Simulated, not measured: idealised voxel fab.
A process module follows: voxel spacer lines.
Cross-section cut: width 255 nm, square cells of 5 nm.
Cross-section format: a grid of square cells, given as bands from top to bottom; each band is one or more rows of cells.
Heads up on the band format: heights come first, top then bottom, in nm. After that it's the materials left to right, each with its width in nm. A single material flagged "edge to edge" fills the whole band edge to edge, and "empty" means there's empty space there.
Height 0 is the level under which the wafer as received is all one material. The lowest band goes on downwards, as in "top 0, no bottom".
Think of "30->40" as a width that walks from the first number to the second as you go down the band, top row to bottom row, taking equal-sized steps from row to row.
Any step labelled "identical to before" changed none of the cells in the cross-section.
If an empty space has no open way to the top and is at least 8 cells in size, "Non-vented voids" lists it, written width x height at distance, where distance is measured from the left edge and every value is in nm.
Heads up: the bit after the settings on a step's line is the simulator's remark on that step.
"overlay nm", when on a step's line for a step with a mask, measures how far to the right of its planned place the mask lay; a negative measure means to the left.
The steps planned for the process are as follows
1) RECEIVE (material Si)
2) CONFORMAL_DEP (material Al2O3; thk nm 5)
3) DIRECTIONAL_DEP (material SiN; thk nm 10)
4) DIRECTIONAL_DEP (material aC; thk nm 25)
5) PATTERN (tone cover; mask id MANDREL; material resist; width nm 20; pitch nm 60; thk nm 35; overlay nm 0)
6) DIRECTIONAL_ETCH (etch materials aC; depth nm 25)
7) STRIP (etch materials resist)
8) CONFORMAL_DEP (material SiO2; thk nm 10)
9) DIRECTIONAL_ETCH (etch materials SiO2; depth nm 10)
10) STRIP (etch materials aC)
11) DIRECTIONAL_ETCH (etch materials SiN; depth nm 10)
12) STRIP (etch materials SiO2)
13) FILL_DEP (material SiO2; thk nm 10)
14) CMP (height nm 15)
As-received state of the wafer in cross-section, equivalent to post-step 1
	top 0, no bottom | Si edge to edge
	Non-vented voids: none
The following cross-section depicts the wafer upon conclusion of the module. Processing commenced from the starting condition illustrated above and adhered to the plan illustrated above, save for one mistake in execution
	top 15, bottom 5 | 55 SiO2, then 10 SiN, then 20 SiO2, then 10 SiN, then 20 SiO2, then 10 SiN, then 20 SiO2, then 10 SiN, then 20 SiO2, then 10 SiN, then 20 SiO2, then 10 SiN, then 40 SiO2
	top 5, bottom 0 | Al2O3 edge to edge
	top 0, no bottom | Si edge to edge
	Non-vented voids: none
What was done differently from what was planned? heads up, step 5 didn't go per plan, it actually ran as PATTERN (tone cover; mask id MANDREL; material resist; width nm 20; pitch nm 60; thk nm 35; overlay nm 10)
